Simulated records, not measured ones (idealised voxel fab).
Title: Process Module voxel air gaps
Cross-section cut spans 240 nm and uses square cells 5 nm in size.
When this document writes out a cross-section, it uses a grid of square cells and lists it as bands, beginning at the top and moving down, with a band standing for one or more rows of cells. The band entry comprises the height of the band's top followed by the height of its bottom, expressed in nm, and subsequently the band's materials from left to right, each stated together with its width in nm. Where a single material is marked with the word "edge to edge", that material fills the band from edge to edge. The word "air" represents empty space. Zero point of the height axis is 0; under it, received wafer = one material. Lowest band: continues down indefinitely, "0 -> down". Read "30..40" as a graded width: first number on top, second number at the bottom, same change between each pair of neighbouring rows. What does "nothing different" mean for a step? It means no cell of the cross-section changed in that step. Under "Voids, fully enclosed" you'll find the enclosed gaps, the ones with no way out to the top, that are 8 cells or bigger; each reads width x height at distance, with distance counted from the left edge, everything in nm. Text after the settings on a step's line: the simulator's own remark on that step. overlay nm: on a step with a mask, how far right of its planned place the mask lay; negative means left.
**Planned process steps**
1,RECEIVE [material Si]
2,CONFORMAL_DEP [material SiO2] [thk nm 15]
3,CONFORMAL_DEP [material SiCN] [thk nm 5]
4,DIRECTIONAL_DEP [material SiO2] [thk nm 30]
5,PATTERN [tone open] [mask id LINES] [material resist] [width nm 20] [pitch nm 45] [thk nm 20] [overlay nm 0]
6,DIRECTIONAL_ETCH [etch materials SiO2] [depth nm 30]
7,STRIP [etch materials resist]
8,CONFORMAL_DEP [material TiN] [thk nm 5]
9,FILL_DEP [material W] [thk nm 10]
10,CMP [height nm 50]
11,EPI [material Ru] [thk nm 10]
12,SELECTIVE_ETCH [etch materials SiO2] [depth nm 40]
13,CONFORMAL_DEP [material SiCN] [thk nm 5]
**Of two wafers, the first: run according to plan**
**Shown in cross-section is the wafer as received, that is, as it stands after step 1**
* 0 -> down  Si edge to edge
* Voids, fully enclosed: none
**Upon completion of step 2, the wafer appears in cross-section as shown**
* 15 -> 0  SiO2 edge to edge
* Unchanged below 0.
**Upon completion of step 3, the wafer appears in cross-section as shown**
* 20 -> 15  SiCN edge to edge
* Unchanged below 15.
**Upon completion of step 4, the wafer appears in cross-section as shown**
* 50 -> 20  SiO2 edge to edge
* Unchanged below 20.
**Upon completion of step 5, the wafer appears in cross-section as shown**
* 70 -> 50  resist (40)  air (20)  resist (25)  air (20)  resist (25)  air (20)  resist (25)  air (20)  resist (45)
* Unchanged below 50.
**Upon completion of step 6, the wafer appears in cross-section as shown**
* 70 -> 50  resist (40)  air (20)  resist (25)  air (20)  resist (25)  air (20)  resist (25)  air (20)  resist (45)
* 50 -> 20  SiO2 (40)  air (20)  SiO2 (25)  air (20)  SiO2 (25)  air (20)  SiO2 (25)  air (20)  SiO2 (45)
* Unchanged below 20.
**Upon completion of step 7, the wafer appears in cross-section as shown**
* 50 -> 20  SiO2 (40)  air (20)  SiO2 (25)  air (20)  SiO2 (25)  air (20)  SiO2 (25)  air (20)  SiO2 (45)
* Unchanged below 20.
**Upon completion of step 8, the wafer appears in cross-section as shown**
* 55 -> 50  TiN (45)  air (10)  TiN (35)  air (10)  TiN (35)  air (10)  TiN (35)  air (10)  TiN (50)
* 50 -> 25  SiO2 (40)  TiN (5)  air (10)  TiN (5)  SiO2 (25)  TiN (5)  air (10)  TiN (5)  SiO2 (25)  TiN (5)  air (10)  TiN (5)  SiO2 (25)  TiN (5)  air (10)  TiN (5)  SiO2 (45)
* 25 -> 20  SiO2 (40)  TiN (20)  SiO2 (25)  TiN (20)  SiO2 (25)  TiN (20)  SiO2 (25)  TiN (20)  SiO2 (45)
* Unchanged below 20.
**Upon completion of step 9, the wafer appears in cross-section as shown**
* 65 -> 55  W edge to edge
* 55 -> 50  TiN (45)  W (10)  TiN (35)  W (10)  TiN (35)  W (10)  TiN (35)  W (10)  TiN (50)
* 50 -> 25  SiO2 (40)  TiN (5)  W (10)  TiN (5)  SiO2 (25)  TiN (5)  W (10)  TiN (5)  SiO2 (25)  TiN (5)  W (10)  TiN (5)  SiO2 (25)  TiN (5)  W (10)  TiN (5)  SiO2 (45)
* Unchanged below 25.
**Upon completion of step 10, the wafer appears in cross-section as shown**
* 50 -> 25  SiO2 (40)  TiN (5)  W (10)  TiN (5)  SiO2 (25)  TiN (5)  W (10)  TiN (5)  SiO2 (25)  TiN (5)  W (10)  TiN (5)  SiO2 (25)  TiN (5)  W (10)  TiN (5)  SiO2 (45)
* Unchanged below 25.
**Upon completion of step 11, the wafer appears in cross-section as shown**
* 60 -> 50  air (30)  Ru (40)  air (5)  Ru (40)  air (5)  Ru (40)  air (5)  Ru (40)  air (35)
* Unchanged below 50.
**Upon completion of step 12, the wafer appears in cross-section as shown**
* 60 -> 50  air (30)  Ru (40)  air (5)  Ru (40)  air (5)  Ru (40)  air (5)  Ru (40)  air (35)
* 50 -> 25  air (40)  TiN (5)  W (10)  TiN (5)  air (25)  TiN (5)  W (10)  TiN (5)  air (25)  TiN (5)  W (10)  TiN (5)  air (25)  TiN (5)  W (10)  TiN (5)  air (45)
* 25 -> 20  air (40)  TiN (20)  air (25)  TiN (20)  air (25)  TiN (20)  air (25)  TiN (20)  air (45)
* Unchanged below 20.
**Upon completion of step 13, the wafer appears in cross-section as shown**
* 65 -> 60  air (25)  SiCN (185)  air (30)
* 60 -> 50  air (25)  SiCN (5)  Ru (40)  SiCN (5)  Ru (40)  SiCN (5)  Ru (40)  SiCN (5)  Ru (40)  SiCN (5)  air (30)
* 50 -> 45  air (25)  SiCN (15)  TiN (5)  W (10)  TiN (5)  SiCN (25)  TiN (5)  W (10)  TiN (5)  SiCN (25)  TiN (5)  W (10)  TiN (5)  SiCN (25)  TiN (5)  W (10)  TiN (5)  SiCN (15)  air (30)
* 45 -> 25  air (35)  SiCN (5)  TiN (5)  W (10)  TiN (5)  SiCN (5)  air (15)  SiCN (5)  TiN (5)  W (10)  TiN (5)  SiCN (5)  air (15)  SiCN (5)  TiN (5)  W (10)  TiN (5)  SiCN (5)  air (15)  SiCN (5)  TiN (5)  W (10)  TiN (5)  SiCN (5)  air (40)
* 25 -> 20  SiCN (40)  TiN (20)  SiCN (25)  TiN (20)  SiCN (25)  TiN (20)  SiCN (25)  TiN (20)  SiCN (45)
* Unchanged below 20.
* Voids, fully enclosed: 15 x 20 at 65; 15 x 20 at 110; 15 x 20 at 155
**Wafer two of the pair: same origin, same plan, one error during the run; identical to wafer one up to and including step 4**
**Second wafer cross-section, taken as of the time the plan sets for step 5 to be done**
* 70 -> 50  air (40)  resist (20)  air (25)  resist (20)  air (25)  resist (20)  air (25)  resist (20)  air (45)
* Unchanged below 50.
**Second wafer cross-section, taken as of the time the plan sets for step 6 to be done**
* 70 -> 50  air (40)  resist (20)  air (25)  resist (20)  air (25)  resist (20)  air (25)  resist (20)  air (45)
* 50 -> 20  air (40)  SiO2 (20)  air (25)  SiO2 (20)  air (25)  SiO2 (20)  air (25)  SiO2 (20)  air (45)
* Unchanged below 20.
**Second wafer cross-section, taken as of the time the plan sets for step 7 to be done**
* 50 -> 20  air (40)  SiO2 (20)  air (25)  SiO2 (20)  air (25)  SiO2 (20)  air (25)  SiO2 (20)  air (45)
* Unchanged below 20.
**Second wafer cross-section, taken as of the time the plan sets for step 8 to be done**
* 55 -> 50  air (35)  TiN (30)  air (15)  TiN (30)  air (15)  TiN (30)  air (15)  TiN (30)  air (40)
* 50 -> 25  air (35)  TiN (5)  SiO2 (20)  TiN (5)  air (15)  TiN (5)  SiO2 (20)  TiN (5)  air (15)  TiN (5)  SiO2 (20)  TiN (5)  air (15)  TiN (5)  SiO2 (20)  TiN (5)  air (40)
* 25 -> 20  TiN (40)  SiO2 (20)  TiN (25)  SiO2 (20)  TiN (25)  SiO2 (20)  TiN (25)  SiO2 (20)  TiN (45)
* Unchanged below 20.
**Second wafer cross-section, taken as of the time the plan sets for step 9 to be done**
* 65 -> 55  W edge to edge
* 55 -> 50  W (35)  TiN (30)  W (15)  TiN (30)  W (15)  TiN (30)  W (15)  TiN (30)  W (40)
* 50 -> 25  W (35)  TiN (5)  SiO2 (20)  TiN (5)  W (15)  TiN (5)  SiO2 (20)  TiN (5)  W (15)  TiN (5)  SiO2 (20)  TiN (5)  W (15)  TiN (5)  SiO2 (20)  TiN (5)  W (40)
* Unchanged below 25.
**Second wafer cross-section, taken as of the time the plan sets for step 10 to be done**
* 50 -> 25  W (35)  TiN (5)  SiO2 (20)  TiN (5)  W (15)  TiN (5)  SiO2 (20)  TiN (5)  W (15)  TiN (5)  SiO2 (20)  TiN (5)  W (15)  TiN (5)  SiO2 (20)  TiN (5)  W (40)
* Unchanged below 25.
**Second wafer cross-section, taken as of the time the plan sets for step 11 to be done**
* 60 -> 50  Ru edge to edge
* Unchanged below 50.
Second wafer cross-section, taken as of the time the plan sets for step 12 to be done: nothing different
**Second wafer cross-section, taken as of the time the plan sets for step 13 to be done**
* 65 -> 60  SiCN edge to edge
* Unchanged below 60.
Deviation from plan: off-plan run, step 5, actual operation and settings PATTERN [tone cover] [mask id LINES] [material resist] [width nm 20] [pitch nm 45] [thk nm 20] [overlay nm 0]
Looking at both finished wafers in cells, the second ends up ahead of or behind the first on some materials: +32 Ru, -84 SiCN, +96 SiO2, +16 TiN, +80 W
Heads up: the first wafer ends with 3 closed voids, the second with 0.
